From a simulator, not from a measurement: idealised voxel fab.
process module | voxel double patterning
cross-section cut | 255 nm wide | cells 5 nm
A cross-section is a grid of square cells, given in bands from the top down. A band is one or more rows of cells.
Each band's line starts with the height of the band's top and of its bottom, in nm. Then come its materials from left to right, each with its width in nm. One material with "throughout" fills the band from edge to edge. "air" is empty space.
Height 0 is the level under which the wafer as received is all one material. The lowest band goes on downwards, as in "0 down".
A width such as "30 to 40" changes by the same amount from each row of cells to the next, from the band's top row to its bottom row.
"no change" after a step means that no cell of the cross-section changed.
closed voids: empty space of 8 cells or more with no open way to the top, each as width x height at its distance from the left edge, in nm
after a step's settings: what the simulator itself notes on the step
overlay nm, on a step with a mask: how far to the right of its planned place the mask lay; to the left if negative
plan
1 op RECEIVE | material Si
2 op CONFORMAL_DEP | material SiO2 | thk nm 10
3 op DIRECTIONAL_DEP | material polySi | thk nm 15
4 op DIRECTIONAL_DEP | material SiCN | thk nm 5
5 op DIRECTIONAL_DEP | material aC | thk nm 15
6 op PATTERN | tone open | mask id FIRST | material resist | width nm 15 | pitch nm 50 | thk nm 30 | overlay nm 0
7 op DIRECTIONAL_ETCH | etch materials aC | depth nm 15
8 op STRIP | etch materials resist
9 op DIRECTIONAL_ETCH | etch materials SiCN | depth nm 5
10 op STRIP | etch materials aC
11 op MASKED_ETCH | tone open | mask id SECOND | width nm 15 | pitch nm 50 | etch materials SiCN | depth nm 5 | overlay nm 0
12 op DIRECTIONAL_ETCH | etch materials polySi | depth nm 15
13 op STRIP | etch materials SiCN
varied across the wafers: width nm of step 11. The plan shows the first wafer's value. All wafers start alike
first wafer as received, after step 1
  0 down: Si throughout
  closed voids: none
first wafer at the end, after step 13
  25 to 10: polySi 70 | air 15 | polySi 10 | air 15 | polySi 10 | air 15 | polySi 10 | air 15 | polySi 10 | air 15 | polySi 70
  10 to 0: SiO2 throughout
  0 down: Si throughout
  closed voids: none
last wafer at the end
  25 to 10: polySi 70 | air 15 | polySi 5 | air 45 | polySi 5 | air 45 | polySi 70
  10 to 0: SiO2 throughout
  0 down: Si throughout
  closed voids: none
each wafer at the end: cells of each material gained (+) or lost (-) since it was received, then its closed voids
width nm 15 | +102 SiO2 | +108 polySi | closed voids: none
width nm 20 | +102 SiO2 | +102 polySi | closed voids: none
width nm 25 | +102 SiO2 | +96 polySi | closed voids: none
width nm 30 | +102 SiO2 | +90 polySi | closed voids: none
